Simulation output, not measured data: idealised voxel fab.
You're looking at the process module voxel capacitor over wiring.
The cross-section on display is named cut; it measures 140 nm wide, and its cells are 5 nm squares.
Format of a cross-section: grid, square cells. Given as bands. Order: top down. Band: one or more rows of cells. For a band, the entry starts with two heights in nm, that of the top and then that of the bottom, and carries on with the band's materials in order from left to right, each alongside its width in nm; the word "edge to edge" beside a single material means it fills the band edge to edge, and "blank" means empty space. Heights are measured from 0, the level below which the as-received wafer is all one material; the lowest band has no bottom and continues downward, written as in "from 0 down". Think of "30->40" as a width that walks from the first number to the second as you go down the band, top row to bottom row, taking equal-sized steps from row to row. "remained unchanged" after a step means that no cell of the cross-section changed. Under "Closed cavity list" you'll find the enclosed gaps, the ones with no way out to the top, that are 8 cells or bigger; each reads width x height at distance, with distance counted from the left edge, everything in nm. Anything after a step's settings on that line? It's the simulator's own note about the step. When a step includes a mask, the "overlay nm" setting on its line states how far to the right of its planned place that mask lay, and negative values state how far to the left.
Process steps foreseen in the plan
1. RECEIVE, material Si
2. CONFORMAL_DEP, material SiO2, thk nm 15
3. DIRECTIONAL_DEP, material TiN, thk nm 5
4. DIRECTIONAL_DEP, material W, thk nm 25
5. MASKED_ETCH, tone cover, mask id METAL_1, width nm 20, pitch nm 75, etch materials W, depth nm 25, overlay nm 0
6. MASKED_ETCH, tone cover, mask id METAL_1, width nm 20, pitch nm 75, etch materials TiN, depth nm 5, overlay nm 0
7. FILL_DEP, material lowk, thk nm 5
8. CMP, height nm 45
9. CONFORMAL_DEP, material SiCN, thk nm 5
10. DIRECTIONAL_DEP, material lowk, thk nm 15
11. PATTERN, tone open, mask id PLUG_1, material resist, width nm 15, thk nm 20, overlay nm 0
12. DIRECTIONAL_ETCH, etch materials lowk, depth nm 15
13. DIRECTIONAL_ETCH, etch materials SiCN, depth nm 5
14. STRIP, etch materials resist
15. EPI, material Ru, thk nm 10
16. EPI, material Ru, thk nm 10
17. DIRECTIONAL_DEP, material TiN, thk nm 5
18. DIRECTIONAL_DEP, material SiN, thk nm 5
19. DIRECTIONAL_DEP, material TiN, thk nm 10
20. PATTERN, tone cover, mask id UPPER_PLATE, material resist, width nm 60, thk nm 20, overlay nm 0
21. DIRECTIONAL_ETCH, etch materials TiN, depth nm 10
22. DIRECTIONAL_ETCH, etch materials SiN, depth nm 5
23. STRIP, etch materials resist
24. DIRECTIONAL_DEP, material aC, thk nm 10
25. PATTERN, tone cover, mask id LOWER_PLATE, material resist, width nm 70, thk nm 30, overlay nm 0
26. DIRECTIONAL_ETCH, etch materials aC, depth nm 10
27. STRIP, etch materials resist
28. DIRECTIONAL_ETCH, etch materials TiN, depth nm 5
29. STRIP, etch materials aC
30. FILL_DEP, material SiO2, thk nm 15
31. CMP, height nm 95
32. MASKED_ETCH, tone open, mask id PLUG_2, width nm 15, etch materials SiO2, depth nm 10, overlay nm 0
33. CONFORMAL_DEP, material TiN, thk nm 5
34. FILL_DEP, material Cu, thk nm 5
35. CMP, height nm 95
36. CONFORMAL_DEP, material SiCN, thk nm 5
Wafer cross-section on receipt, i.e. after step 1
> from 0 down  Si edge to edge
> Closed cavity list: none
Run as planned - first of the two wafers cross-sectioned at the end of the module
> from 100 to 95  SiCN edge to edge
> from 95 to 90  SiO2: 35; TiN: 5; Cu: 5; TiN: 5; SiO2: 90
> from 90 to 85  SiO2: 35; TiN: 15; SiO2: 90
> from 85 to 75  SiO2: 25; TiN: 60; SiO2: 55
> from 75 to 70  SiO2: 25; SiN: 60; SiO2: 55
> from 70 to 65  SiO2: 20; TiN: 70; SiO2: 50
> from 65 to 50  lowk: 25; Ru: 15; lowk: 100
> from 50 to 45  SiCN: 25; Ru: 15; SiCN: 100
> from 45 to 20  lowk: 20; W: 20; lowk: 55; W: 20; lowk: 25
> from 20 to 15  lowk: 20; TiN: 20; lowk: 55; TiN: 20; lowk: 25
> from 15 to 0  SiO2 edge to edge
> from 0 down  Si edge to edge
> Closed cavity list: none
Wafer two, sectioned after the module: the first wafer's start, the first wafer's plan, and one mistake in how it was run
> from 100 to 95  SiCN edge to edge
> from 95 to 85  SiO2: 25; TiN: 60; SiO2: 55
> from 85 to 80  SiO2: 25; SiN: 60; SiO2: 55
> from 80 to 70  SiN edge to edge
> from 70 to 65  TiN edge to edge
> from 65 to 50  lowk: 25; Ru: 15; lowk: 100
> from 50 to 45  SiCN: 25; Ru: 15; SiCN: 100
> from 45 to 20  lowk: 20; W: 20; lowk: 55; W: 20; lowk: 25
> from 20 to 15  lowk: 20; TiN: 20; lowk: 55; TiN: 20; lowk: 25
> from 15 to 0  SiO2 edge to edge
> from 0 down  Si edge to edge
> Closed cavity list: none
Want to know what went wrong? planned and actual differ for step 18; actual: DIRECTIONAL_DEP, material SiN, thk nm 15
End check, counted in cells, second wafer has more or fewer of these materials than the first: Cu: 1 fewer; SiN: 56 more; SiO2: 64 fewer; TiN: 9 more
